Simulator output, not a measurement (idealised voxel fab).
Process module, titled voxel spacer lines
Pictured: cross-section cut, 235 nm wide, on a grid of 5 nm square cells.
Cross-section spec: square-cell grid; bands listed top down; each band is one or more rows.
Band: top height; bottom height; in nm. Then, left to right: material with width in nm, for each material. "edge to edge": a single material spanning edge to edge. "blank": empty space.
Height 0 is the level under which the wafer as received is all one material. The lowest band goes on downwards, as in "0 nm and below".
So if you see something like "30..40" for the width, read it as the top row of the band sitting at the first number and the bottom row at the second, with every row in between moving by the same amount as the last.
Step note "no modifications" = no cross-section cell changed.
Each empty space that has no open way to the top and spans at least 8 cells appears under "Internal closed voids" as width x height at distance, the distance counted from the left edge, all in nm.
Step line, after settings: the simulator's comment on this step.
Regarding "overlay nm": on a step with a mask, it is the distance the mask lay to the right of its planned place; a negative value places it to the left.
List of planned process steps:
1: RECEIVE, material Si
2: CONFORMAL_DEP, material SiO2, thk nm 5
3: DIRECTIONAL_DEP, material TiN, thk nm 20
4: DIRECTIONAL_DEP, material aC, thk nm 20
5: PATTERN, tone cover, mask id MANDREL, material resist, width nm 15, pitch nm 60, thk nm 25, overlay nm 0
6: DIRECTIONAL_ETCH, etch materials aC, depth nm 20
7: STRIP, etch materials resist
8: CONFORMAL_DEP, material SiN, thk nm 15
9: DIRECTIONAL_ETCH, etch materials SiN, depth nm 15
10: STRIP, etch materials aC
11: DIRECTIONAL_ETCH, etch materials TiN, depth nm 20
12: STRIP, etch materials SiN
13: FILL_DEP, material SiO2, thk nm 5
14: CMP, height nm 25
Step 1 complete: cross-section of the wafer as received:
> 0 nm and below  Si edge to edge
> Internal closed voids: none
The cross-section shown corresponds to the wafer at the conclusion of the module. The initial structure and the process plan are those presented above; however, one mistake occurred in executing the plan:
> 25 nm to 5 nm  SiO2 (65); TiN (15); SiO2 (15); TiN (15); SiO2 (15); TiN (15); SiO2 (15); TiN (15); SiO2 (65)
> 5 nm to 0 nm  TiN edge to edge
> 0 nm and below  Si edge to edge
> Internal closed voids: none
Against the plan, the run slipped here: step 2 did not use the planned setting and instead ran as CONFORMAL_DEP, material TiN, thk nm 5
